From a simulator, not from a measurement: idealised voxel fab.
voxel self aligned contacts: a process module
Section cut is 185 nm wide and gridded with 5 nm square cells.
Square cells in a grid make up a cross-section in this document, and the grid is given as bands, listed from the top down, each one or more rows of cells.
Basically the band line says how high the top is and how high the bottom is, in nm, and then what's in it from left to right, every material with its width in nm. Empty space shows up as "empty", and if a single material carries "throughout" it runs the full band edge to edge.
Counting heights begins at 0, where everything beneath is, in the wafer as received, one material. The lowest band has no bottom; it goes on downwards, as "z 0 and below" shows.
When a width is written as two numbers, as in "30 to 40", the first number is the width in the top row of cells of the band and the second is the width in its bottom row, and the width changes by the same amount from each row to the next.
"no change", as given for a step, is the statement that not any cell of the cross-section underwent a change during that step.
Look at "Listed closed voids" for the closed voids: empty spaces with no open path to the top, sized 8 cells or up. Each is width x height at distance, distance from the left edge, all nm.
Post-settings text on a step line: simulator's own remark regarding the step.
overlay nm: step with mask; distance mask lay right of planned place; negative value = left of planned place.
-- plan
1: op RECEIVE | material Si
2: op CONFORMAL_DEP | material SiO2 | thk nm 5
3: op DIRECTIONAL_DEP | material polySi | thk nm 25
4: op DIRECTIONAL_DEP | material SiN | thk nm 15
5: op PATTERN | tone cover | mask id GATE | material resist | width nm 25 | pitch nm 50 | thk nm 20 | overlay nm 0
6: op DIRECTIONAL_ETCH | etch materials SiN | depth nm 15
7: op DIRECTIONAL_ETCH | etch materials polySi | depth nm 25
8: op STRIP | etch materials resist
9: op CONFORMAL_DEP | material SiN | thk nm 5
10: op DIRECTIONAL_ETCH | etch materials SiN | depth nm 5
11: op FILL_DEP | material SiO2 | thk nm 20
12: op CMP | height nm 55
13: op PATTERN | tone open | mask id CONTACT | material resist | width nm 35 | thk nm 15 | overlay nm 0
14: op DIRECTIONAL_ETCH | etch materials SiO2 | depth nm 55
15: op STRIP | etch materials resist
16: op CONFORMAL_DEP | material TiN | thk nm 5
17: op FILL_DEP | material W | thk nm 10
18: op CMP | height nm 55
19: op CONFORMAL_DEP | material SiN | thk nm 5
-- So this is the incoming wafer in cross-section - it's already been through step 1
    z 0 and below | Si throughout
    Listed closed voids: none
-- Cross-section taken at module completion on the first of two wafers; processed per the plan
    z 60 to 55 | SiN throughout
    z 55 to 45 | 75 of SiO2 | 5 to 15 of TiN | 25 to 5 of W | 5 to 15 of TiN | 75 of SiO2
    z 45 to 30 | 50 of SiO2 | 35 of SiN | 5 of TiN | 5 of W | 5 of TiN | 35 of SiN | 50 of SiO2
    z 30 to 5 | 50 of SiO2 | 5 of SiN | 25 of polySi | 5 of SiN | 5 of TiN | 5 of W | 5 of TiN | 5 of SiN | 25 of polySi | 5 of SiN | 50 of SiO2
    z 5 to 0 | 85 of SiO2 | 15 of TiN | 85 of SiO2
    z 0 and below | Si throughout
    Listed closed voids: none
-- Cross-section at end of module for the second wafer of two, which matched the first in starting point and plan and differed by one mistake in its processing
    z 60 to 55 | SiN throughout
    z 55 to 50 | 50 of SiO2 | 35 of SiN | 5 of TiN | 5 of W | 5 of TiN | 35 of SiN | 50 of SiO2
    z 50 to 45 | 50 of SiO2 | 35 of SiN | 15 of TiN | 35 of SiN | 50 of SiO2
    z 45 to 30 | SiN throughout
    z 30 to 5 | polySi throughout
    z 5 to 0 | SiO2 throughout
    z 0 and below | Si throughout
    Listed closed voids: none
Error vs. plan: plan step 4 ran twice
Heads up, by the end the second wafer has more or fewer cells of some materials compared to the first: SiN: 77 more, SiO2: 177 fewer, TiN: 22 fewer, W: 13 fewer, polySi: 135 more
